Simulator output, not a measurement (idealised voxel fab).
The document below concerns the process module designated voxel ribs on slabs.
240 nm wide, 5 nm square cells: that's cross-section cut.
Think of the cross-section as a grid of square cells. We describe it in bands, top to bottom, and each band covers one or more rows of those cells.
Band: top height; bottom height; in nm. Then, left to right: material with width in nm, for each material. "everywhere": a single material spanning edge to edge. "blank": empty space.
Measure heights from 0. That's the level where, below it, the as-received wafer is all one material. The lowest band is bottomless and extends downward; write it as in "0..down".
A two-number width, for instance "30->40", indicates that the width is equal to the first number in the top row of the band and to the second number in the bottom row, and that it changes by a constant amount per row of cells.
No cell of the cross-section changed in a step that is given as "no alterations made".
Empty spaces counting at least 8 cells and having no open way to the top are listed in "Voids, sealed". The notation width x height at distance is used for each, the distance being from the left edge and all three values in nm.
If you see something after the settings on a step's line, that's the simulator's own remark about that step.
overlay nm: for a step with a mask, the amount by which the mask lay right of where it was planned; a negative amount means left of it.

## Planned step list for the process
| 1 | op RECEIVE | material Si |
| 2 | op DIRECTIONAL_DEP | material SiO2 | thk nm 30 |
| 3 | op DIRECTIONAL_DEP | material SiN | thk nm 20 |
| 4 | op MASKED_ETCH | tone cover | mask id RIB | width nm 25 | etch materials SiN | depth nm 5 | overlay nm 0 |
| 5 | op PATTERN | tone cover | mask id SLAB | material resist | width nm 65 | thk nm 20 | overlay nm 0 |
| 6 | op DIRECTIONAL_ETCH | etch materials SiN | depth nm 15 |
| 7 | op STRIP | etch materials resist |
| 8 | op FILL_DEP | material SiO2 | thk nm 15 |
| 9 | op CMP | height nm 60 |
| 10 | op DIRECTIONAL_DEP | material TiN | thk nm 5 |
| 11 | op DIRECTIONAL_DEP | material aC | thk nm 10 |
| 12 | op PATTERN | tone cover | mask id HEATER | material resist | width nm 35 | thk nm 25 | overlay nm 0 |
| 13 | op DIRECTIONAL_ETCH | etch materials aC | depth nm 10 |
| 14 | op STRIP | etch materials resist |
| 15 | op DIRECTIONAL_ETCH | etch materials TiN | depth nm 5 |
| 16 | op STRIP | etch materials aC |
| 17 | op CONFORMAL_DEP | material SiO2 | thk nm 10 |

## First wafer of two (run as planned)

## Incoming wafer in cross-section (state: after step 1)
* 0..down: Si everywhere
* Voids, sealed: none

## Step 2 done - wafer cross-section
* 30..0: SiO2 everywhere
* Under 0: no change, same as before.

## Step 3 done - wafer cross-section
* 50..30: SiN everywhere
* Under 30: no change, same as before.

## Step 4 done - wafer cross-section
* 50..45: blank (105) / SiN (25) / blank (110)
* Under 45: no change, same as before.

## Step 5 done - wafer cross-section
* 70..50: blank (85) / resist (65) / blank (90)
* 50..45: blank (85) / resist (20) / SiN (25) / resist (20) / blank (90)
* Under 45: no change, same as before.

## Step 6 done - wafer cross-section
* 70..50: blank (85) / resist (65) / blank (90)
* 50..45: blank (85) / resist (20) / SiN (25) / resist (20) / blank (90)
* 45..30: blank (85) / SiN (65) / blank (90)
* Under 30: no change, same as before.

## Step 7 done - wafer cross-section
* 50..45: blank (105) / SiN (25) / blank (110)
* Under 45: no change, same as before.

## Step 8 done - wafer cross-section
* 65..50: SiO2 everywhere
* 50..45: SiO2 (105) / SiN (25) / SiO2 (110)
* 45..30: SiO2 (85) / SiN (65) / SiO2 (90)
* Under 30: no change, same as before.

## Step 9 done - wafer cross-section
* 60..50: SiO2 everywhere
* Under 50: no change, same as before.

## Step 10 done - wafer cross-section
* 65..60: TiN everywhere
* Under 60: no change, same as before.

## Step 11 done - wafer cross-section
* 75..65: aC everywhere
* Under 65: no change, same as before.

## Step 12 done - wafer cross-section
* 100..75: blank (100) / resist (35) / blank (105)
* Under 75: no change, same as before.

## Step 13 done - wafer cross-section
* 90..75: blank (100) / resist (35) / blank (105)
* 75..65: blank (100) / aC (35) / blank (105)
* Under 65: no change, same as before.

## Step 14 done - wafer cross-section
* 75..65: blank (100) / aC (35) / blank (105)
* Under 65: no change, same as before.

## Step 15 done - wafer cross-section
* 75..65: blank (100) / aC (35) / blank (105)
* 65..60: blank (100) / TiN (35) / blank (105)
* Under 60: no change, same as before.

## Step 16 done - wafer cross-section
* 65..60: blank (100) / TiN (35) / blank (105)
* Under 60: no change, same as before.

## Step 17 done - wafer cross-section
* 75..70: blank (90) / SiO2 (55) / blank (95)
* 70..65: SiO2 everywhere
* 65..60: SiO2 (100) / TiN (35) / SiO2 (105)
* Under 60: no change, same as before.

## Wafer two of two - same starting point, same process plan, one mistake in execution; matches wafer one up to and including step 3

## Cross-section of the second wafer when, according to plan, step 4 should have finished
* 50..45: blank (100) / SiN (35) / blank (105)
* Under 45: no change, same as before.

## Cross-section of the second wafer when, according to plan, step 5 should have finished
* 70..50: blank (85) / resist (65) / blank (90)
* 50..45: blank (85) / resist (15) / SiN (35) / resist (15) / blank (90)
* Under 45: no change, same as before.

## Cross-section of the second wafer when, according to plan, step 6 should have finished
* 70..50: blank (85) / resist (65) / blank (90)
* 50..45: blank (85) / resist (15) / SiN (35) / resist (15) / blank (90)
* 45..30: blank (85) / SiN (65) / blank (90)
* Under 30: no change, same as before.

## Cross-section of the second wafer when, according to plan, step 7 should have finished
* 50..45: blank (100) / SiN (35) / blank (105)
* Under 45: no change, same as before.

## Cross-section of the second wafer when, according to plan, step 8 should have finished
* 65..50: SiO2 everywhere
* 50..45: SiO2 (100) / SiN (35) / SiO2 (105)
* 45..30: SiO2 (85) / SiN (65) / SiO2 (90)
* Under 30: no change, same as before.

## Cross-section of the second wafer when, according to plan, step 9 should have finished
* 60..50: SiO2 everywhere
* Under 50: no change, same as before.

## Cross-section of the second wafer when, according to plan, step 10 should have finished
* 65..60: TiN everywhere
* Under 60: no change, same as before.

## Cross-section of the second wafer when, according to plan, step 11 should have finished
* 75..65: aC everywhere
* Under 65: no change, same as before.

## Cross-section of the second wafer when, according to plan, step 12 should have finished
* 100..75: blank (100) / resist (35) / blank (105)
* Under 75: no change, same as before.

## Cross-section of the second wafer when, according to plan, step 13 should have finished
* 90..75: blank (100) / resist (35) / blank (105)
* 75..65: blank (100) / aC (35) / blank (105)
* Under 65: no change, same as before.

## Cross-section of the second wafer when, according to plan, step 14 should have finished
* 75..65: blank (100) / aC (35) / blank (105)
* Under 65: no change, same as before.

## Cross-section of the second wafer when, according to plan, step 15 should have finished
* 75..65: blank (100) / aC (35) / blank (105)
* 65..60: blank (100) / TiN (35) / blank (105)
* Under 60: no change, same as before.

## Cross-section of the second wafer when, according to plan, step 16 should have finished
* 65..60: blank (100) / TiN (35) / blank (105)
* Under 60: no change, same as before.

## Cross-section of the second wafer when, according to plan, step 17 should have finished
* 75..70: blank (90) / SiO2 (55) / blank (95)
* 70..65: SiO2 everywhere
* 65..60: SiO2 (100) / TiN (35) / SiO2 (105)
* Under 60: no change, same as before.
Here's what went sideways: step 4 went in with a setting other than planned; the actual run was op MASKED_ETCH | tone cover | mask id RIB | width nm 35 | etch materials SiN | depth nm 5 | overlay nm 0
Bottom line after processing is that, in cells, the second wafer is up or down on some materials versus the first: SiN: 2 more | SiO2: 2 fewer
